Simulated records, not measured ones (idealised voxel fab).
The name of this process module is voxel double patterning.
cross-section cut | 215 nm wide | cells 5 nm
A cross-section is a grid of square cells, given in bands from the top down. A band is one or more rows of cells. First you get the band's top height and its bottom height, in nm, and then the materials it's made of, left to right, with each width in nm. If you see a single material with "throughout", that one covers the band edge to edge. "blank" is empty space. Zero point of the height axis is 0; under it, received wafer = one material. Lowest band: continues down indefinitely, "from 0 down". So if you see something like "30->40" for the width, read it as the top row of the band sitting at the first number and the bottom row at the second, with every row in between moving by the same amount as the last. You'll sometimes find "nothing altered" written for a step, and that's the way of saying that nowhere in the cross-section did a cell change during that step. "Entrapped voids": sealed empty spaces, 8 cells or more, no open way to top, listed width x height at distance, with distance from the left edge and width, height and distance in nm. The remark found on a step's line after its settings is issued by the simulator itself and pertains to that step. overlay nm: right-of-plan distance of the mask on a masked step; negative values mean left-of-plan.

Below is the list of planned process steps
1: RECEIVE with material Si
2: CONFORMAL_DEP with material SiO2, thk nm 5
3: DIRECTIONAL_DEP with material TiN, thk nm 20
4: DIRECTIONAL_DEP with material SiCN, thk nm 5
5: PATTERN with tone open, mask id FIRST, material resist, width nm 15, pitch nm 50, thk nm 15, overlay nm -15
6: DIRECTIONAL_ETCH with etch materials SiCN, depth nm 5
7: STRIP with etch materials resist
8: PATTERN with tone open, mask id SECOND, material resist, width nm 15, thk nm 20, overlay nm 0
9: DIRECTIONAL_ETCH with etch materials SiCN, depth nm 5
10: STRIP with etch materials resist
11: DIRECTIONAL_ETCH with etch materials TiN, depth nm 20
12: STRIP with etch materials SiCN
Variable across wafers: step 5 overlay nm (plan value is that of the first wafer; starting state common to all).

first wafer as received, after step 1
    from 0 down: Si throughout
    Entrapped voids: none

Gained (+) or lost (-) cells of each material since receipt, then closed voids: one row per wafer, at the end of the module
overlay nm -15, +43 SiO2, +140 TiN, Entrapped voids: none
overlay nm -10, +43 SiO2, +136 TiN, Entrapped voids: none
overlay nm -5, +43 SiO2, +136 TiN, Entrapped voids: none
overlay nm 0, +43 SiO2, +136 TiN, Entrapped voids: none
overlay nm 5, +43 SiO2, +136 TiN, Entrapped voids: none
overlay nm 10, +43 SiO2, +136 TiN, Entrapped voids: none
overlay nm 15, +43 SiO2, +140 TiN, Entrapped voids: none
